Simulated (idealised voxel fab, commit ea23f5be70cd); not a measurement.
process module | voxel ribs on slabs
cross-section cut | 145 nm wide | cells 5 nm
A cross-section is a grid of square cells, given in bands from the top down. A band is one or more rows of cells.
Each band's line starts with the height of the band's top and of its bottom, in nm. Then come its materials from left to right, each with its width in nm. One material with "throughout" fills the band from edge to edge. "air" is empty space.
Height 0 is the level under which the wafer as received is all one material. The lowest band goes on downwards, as in "0 down".
A width such as "30 to 40" changes by the same amount from each row of cells to the next, from the band's top row to its bottom row.
"no change" after a step means that no cell of the cross-section changed.
closed voids: empty space of 8 cells or more with no open way to the top, each as width x height at its distance from the left edge, in nm
after a step's settings: what the simulator itself notes on the step
overlay nm, on a step with a mask: how far to the right of its planned place the mask lay; to the left if negative
plan
1 op RECEIVE | material Si
2 op DIRECTIONAL_DEP | material SiO2 | thk nm 25
3 op DIRECTIONAL_DEP | material polySi | thk nm 25
4 op PATTERN | tone cover | mask id RIB | material resist | width nm 20 | thk nm 15 | overlay nm 0
5 op DIRECTIONAL_ETCH | etch materials polySi | depth nm 15
6 op STRIP | etch materials resist
7 op MASKED_ETCH | tone cover | mask id SLAB | width nm 80 | etch materials polySi | depth nm 10 | overlay nm 0
8 op FILL_DEP | material SiO2 | thk nm 15
9 op CMP | height nm 60
10 op DIRECTIONAL_DEP | material TiN | thk nm 5
11 op PATTERN | tone cover | mask id HEATER | material resist | width nm 30 | thk nm 20 | overlay nm 0
12 op DIRECTIONAL_ETCH | etch materials TiN | depth nm 5
13 op STRIP | etch materials resist
14 op CONFORMAL_DEP | material SiN | thk nm 5
as received, after step 1
  0 down: Si throughout
  closed voids: none
first wafer at the end, as planned
  70 to 65: air 50 | SiN 40 | air 55
  65 to 60: SiN 55 | TiN 30 | SiN 60
  60 to 50: SiO2 throughout
  50 to 35: SiO2 60 | polySi 20 | SiO2 65
  35 to 25: SiO2 30 | polySi 80 | SiO2 35
  25 to 0: SiO2 throughout
  0 down: Si throughout
  closed voids: none
second wafer at the end: like start, like plan, one mistake
  70 to 65: air 50 | SiN 40 | air 55
  65 to 60: SiN 55 | TiN 30 | SiN 60
  60 to 50: SiO2 30 | polySi 80 | SiO2 35
  50 to 25: polySi throughout
  25 to 0: SiO2 throughout
  0 down: Si throughout
  closed voids: none
what went wrong: step 3 was run twice
at the end the second wafer has, in cells: 133 fewer of SiO2 | 133 more of polySi
